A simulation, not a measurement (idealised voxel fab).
You're looking at the process module voxel released beams.
Each square cell in cross-section cut measures 5 nm, and the section as a whole is 235 nm wide.
Format of a cross-section: grid, square cells. Given as bands. Order: top down. Band: one or more rows of cells. Each band's line starts with the height of the band's top and of its bottom, in nm. Then come its materials from left to right, each with its width in nm. One material with "all across" fills the band from edge to edge. "air" is empty space. Heights are measured from 0, the level below which the as-received wafer is all one material; the lowest band has no bottom and continues downward, written as in "0 -> down". A width given as "30 to 40" starts at the first number in the band's top row and ends at the second number in its bottom row, shifting by an equal amount at every step from row to row. "nothing altered" for a step: no cell of the cross-section changed in that step. Any empty space of 8 cells or more lacking an open way to the top shows up in "Voids, sealed" as width x height at distance, distance from the left edge, in nm. Note: text after step settings on the step line = simulator remark on that step. Each step line may optionally specify "overlay nm", which for a step with a mask gives the rightward distance between the mask's planned place and where it lay, a negative value indicating the leftward direction.

**The following list gives the planned process steps**
1: RECEIVE with material Si
2: CONFORMAL_DEP with material Al2O3, thk nm 5
3: DIRECTIONAL_DEP with material SiO2, thk nm 10
4: DIRECTIONAL_DEP with material aC, thk nm 10
5: PATTERN with tone open, mask id ANCHOR, material resist, width nm 35, thk nm 30, overlay nm 0
6: DIRECTIONAL_ETCH with etch materials aC, depth nm 10
7: STRIP with etch materials resist
8: DIRECTIONAL_ETCH with etch materials SiO2, depth nm 10
9: STRIP with etch materials aC
10: CONFORMAL_DEP with material SiN, thk nm 15
11: PATTERN with tone cover, mask id BEAM, material resist, width nm 120, thk nm 15, overlay nm 0
12: DIRECTIONAL_ETCH with etch materials SiN, depth nm 15
13: STRIP with etch materials resist
14: STRIP with etch materials SiO2

**Cross-sectional view of the wafer in its as-received condition, corresponding to the state after step 1**
* 0 -> down: Si all across
* Voids, sealed: none

**The following cross-section depicts the wafer upon conclusion of the module. Processing commenced from the starting condition illustrated above and adhered to the plan illustrated above, save for one mistake in execution**
* 30 -> 15: air=55 | SiN=120 | air=60
* 15 -> 10: Al2O3 all across
* 10 -> 0: SiO2 all across
* 0 -> down: Si all across
* Voids, sealed: none
what went wrong: deviation from plan: step 3 and step 2 executed in one another's positions
